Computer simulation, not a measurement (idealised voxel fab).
process module | voxel air gaps
We display cut, a cross-section 200 nm in width whose square cells are each 5 nm.
Think of the cross-section as a grid of square cells. We describe it in bands, top to bottom, and each band covers one or more rows of those cells. Band: top and bottom heights (nm) first, top before bottom; then materials from left to right, widths in nm. "full width" marks a sole material filling the band edge to edge. "blank" denotes empty space. For the purposes of this specification, 0 denotes the height below which the wafer in its as-received condition is composed wholly of one material, and the lowermost band, lacking a lower limit, extends downward without end, as expressed in "z 0 and below". The two numbers in a width such as "30->40" mark its ends across the band: the first belongs to the top row of cells, the second to the bottom row, and from each row to the next the width moves by the same amount. "no change occurred", as given for a step, is the statement that not any cell of the cross-section underwent a change during that step. "Trapped voids" lists enclosed empty spaces (at least 8 cells, no open path upward to the top), each as width x height at distance from the left edge, in nm. The remark found on a step's line after its settings is issued by the simulator itself and pertains to that step. overlay nm: right-of-plan distance of the mask on a masked step; negative values mean left-of-plan.
**Here's what the planned process steps look like**
step 1: RECEIVE, material Si
step 2: CONFORMAL_DEP, material SiO2, thk nm 15
step 3: CONFORMAL_DEP, material SiCN, thk nm 5
step 4: DIRECTIONAL_DEP, material lowk, thk nm 30
step 5: PATTERN, tone open, mask id LINES, material resist, width nm 20, pitch nm 45, thk nm 20, overlay nm -15
step 6: DIRECTIONAL_ETCH, etch materials lowk, depth nm 30
step 7: STRIP, etch materials resist
step 8: CONFORMAL_DEP, material TiN, thk nm 5
step 9: FILL_DEP, material Ru, thk nm 5
step 10: CMP, height nm 50
step 11: EPI, material Ru, thk nm 10
step 12: SELECTIVE_ETCH, etch materials lowk, depth nm 40
step 13: CONFORMAL_DEP, material SiCN, thk nm 5
The value of overlay nm given for step 5 in the plan refers to the first wafer; the wafers vary in this setting and are alike at the start.
**As-received state after step 1, first of several wafers, cross-section**
> z 0 and below  Si full width
> Trapped voids: none
**First of several wafers, sectioned at end of module (last step: step 13)**
> z 65 to 60  blank 15; SiCN 140; blank 45
> z 60 to 50  blank 15; SiCN 5; Ru 40; SiCN 5; Ru 40; SiCN 5; Ru 40; SiCN 5; blank 45
> z 50 to 45  blank 15; SiCN 15; TiN 5; Ru 10; TiN 5; SiCN 25; TiN 5; Ru 10; TiN 5; SiCN 25; TiN 5; Ru 10; TiN 5; SiCN 15; blank 45
> z 45 to 25  blank 25; SiCN 5; TiN 5; Ru 10; TiN 5; SiCN 5; blank 15; SiCN 5; TiN 5; Ru 10; TiN 5; SiCN 5; blank 15; SiCN 5; TiN 5; Ru 10; TiN 5; SiCN 5; blank 55
> z 25 to 20  SiCN 30; TiN 20; SiCN 25; TiN 20; SiCN 25; TiN 20; SiCN 60
> z 20 to 15  SiCN full width
> z 15 to 0  SiO2 full width
> z 0 and below  Si full width
> Trapped voids: 15 x 20 at 55; 15 x 20 at 100
**Last wafer, end of module, cross-section**
> z 65 to 60  blank 45; SiCN 140; blank 15
> z 60 to 50  blank 45; SiCN 5; Ru 40; SiCN 5; Ru 40; SiCN 5; Ru 40; SiCN 5; blank 15
> z 50 to 45  blank 45; SiCN 15; TiN 5; Ru 10; TiN 5; SiCN 25; TiN 5; Ru 10; TiN 5; SiCN 25; TiN 5; Ru 10; TiN 5; SiCN 15; blank 15
> z 45 to 25  blank 55; SiCN 5; TiN 5; Ru 10; TiN 5; SiCN 5; blank 15; SiCN 5; TiN 5; Ru 10; TiN 5; SiCN 5; blank 15; SiCN 5; TiN 5; Ru 10; TiN 5; SiCN 5; blank 25
> z 25 to 20  SiCN 60; TiN 20; SiCN 25; TiN 20; SiCN 25; TiN 20; SiCN 30
> z 20 to 15  SiCN full width
> z 15 to 0  SiO2 full width
> z 0 and below  Si full width
> Trapped voids: 15 x 20 at 85; 15 x 20 at 130
**Here is how to read the rows: every wafer has a row, and it shows the wafer at the end of the module, giving for each material how many cells were gained (+) or lost (-) since the wafer was received, then listing its closed voids**
overlay nm -15 | +78 Ru | +144 SiCN | +120 SiO2 | +42 TiN | Trapped voids: 15 x 20 at 55; 15 x 20 at 100
overlay nm -10 | +78 Ru | +144 SiCN | +120 SiO2 | +42 TiN | Trapped voids: 15 x 20 at 60; 15 x 20 at 105
overlay nm -5 | +78 Ru | +144 SiCN | +120 SiO2 | +42 TiN | Trapped voids: 15 x 20 at 65; 15 x 20 at 110
overlay nm 0 | +78 Ru | +144 SiCN | +120 SiO2 | +42 TiN | Trapped voids: 15 x 20 at 70; 15 x 20 at 115
overlay nm 5 | +78 Ru | +144 SiCN | +120 SiO2 | +42 TiN | Trapped voids: 15 x 20 at 75; 15 x 20 at 120
overlay nm 10 | +78 Ru | +144 SiCN | +120 SiO2 | +42 TiN | Trapped voids: 15 x 20 at 80; 15 x 20 at 125
overlay nm 15 | +78 Ru | +144 SiCN | +120 SiO2 | +42 TiN | Trapped voids: 15 x 20 at 85; 15 x 20 at 130
